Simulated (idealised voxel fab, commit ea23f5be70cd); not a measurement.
Title: Process Module voxel self aligned contacts
Shown is cross-section cut, with a width of 185 nm and square cells of size 5 nm.
We lay out every cross-section as a grid of square cells and spell it out in bands from the top down, where one band means one or more rows of cells. Per band: top height and bottom height in nm, followed by the left-to-right materials and their widths in nm; "full width" marks a single material spanning edge to edge, "empty" marks empty space. The reference from which all heights are counted is 0, the level beneath which the as-received wafer is entirely one material; the lowest band, having no lower bound, proceeds downward and is written after the example "z 0 and below". Width spec "30 to 40" -> top row of cells at first value, bottom row at second value, equal per-row change in between. When a step is marked "remained the same", none of the cells in the cross-section changed during that step. What "Sealed cavities" gives you is every empty space of 8 cells or more that is cut off from the top. Each appears as width x height at distance, with the distance taken from the left edge and width, height and distance all in nm. Formally, on a step line, whatever follows the settings is a remark that the simulator itself makes on the step. The "overlay nm" setting may appear on a step's line; for a step that uses a mask, it gives how far to the right of its planned position the mask lay, and a negative value indicates the left.
### These are the steps we planned for the process
- 1: RECEIVE,material Si
- 2: CONFORMAL_DEP,material SiO2,thk nm 5
- 3: DIRECTIONAL_DEP,material polySi,thk nm 25
- 4: DIRECTIONAL_DEP,material SiN,thk nm 25
- 5: DIRECTIONAL_DEP,material aC,thk nm 15
- 6: PATTERN,tone cover,mask id GATE,material resist,width nm 35,pitch nm 70,thk nm 30,overlay nm -15
- 7: DIRECTIONAL_ETCH,etch materials aC,depth nm 15
- 8: STRIP,etch materials resist
- 9: DIRECTIONAL_ETCH,etch materials SiN,depth nm 25
- 10: DIRECTIONAL_ETCH,etch materials polySi,depth nm 25
- 11: STRIP,etch materials aC
- 12: CONFORMAL_DEP,material SiN,thk nm 10
- 13: DIRECTIONAL_ETCH,etch materials SiN,depth nm 10
- 14: FILL_DEP,material SiO2,thk nm 10
- 15: CMP,height nm 60
- 16: PATTERN,tone open,mask id CONTACT,material resist,width nm 55,thk nm 20,overlay nm 0
- 17: DIRECTIONAL_ETCH,etch materials SiO2,depth nm 60
- 18: STRIP,etch materials resist
- 19: CONFORMAL_DEP,material TiN,thk nm 5
- 20: FILL_DEP,material W,thk nm 5
- 21: CMP,height nm 60
- 22: CONFORMAL_DEP,material SiCN,thk nm 5
Split variable: overlay nm, step 6. Plan value = first wafer. Wafers start alike.
### The as-received cross-section of the first of several wafers corresponds to the state after step 1
- z 0 and below: Si full width
- Sealed cavities: none
### For your reference, the table is organized with a row per wafer; each row reflects the wafer at the end of the module, indicating for each material the cells gained (+) or lost (-) since receipt, and thereafter its closed voids
overlay nm -15 | +37 SiCN | +150 SiN | +180 SiO2 | +33 TiN | +11 W | +70 polySi | Sealed cavities: none
overlay nm -10 | +37 SiCN | +150 SiN | +180 SiO2 | +33 TiN | +11 W | +70 polySi | Sealed cavities: none
overlay nm -5 | +37 SiCN | +150 SiN | +180 SiO2 | +33 TiN | +11 W | +70 polySi | Sealed cavities: none
overlay nm 0 | +37 SiCN | +150 SiN | +180 SiO2 | +33 TiN | +11 W | +70 polySi | Sealed cavities: none
overlay nm 5 | +37 SiCN | +150 SiN | +180 SiO2 | +33 TiN | +11 W | +70 polySi | Sealed cavities: none
overlay nm 10 | +37 SiCN | +150 SiN | +180 SiO2 | +33 TiN | +11 W | +70 polySi | Sealed cavities: none
overlay nm 15 | +37 SiCN | +150 SiN | +180 SiO2 | +33 TiN | +11 W | +70 polySi | Sealed cavities: none
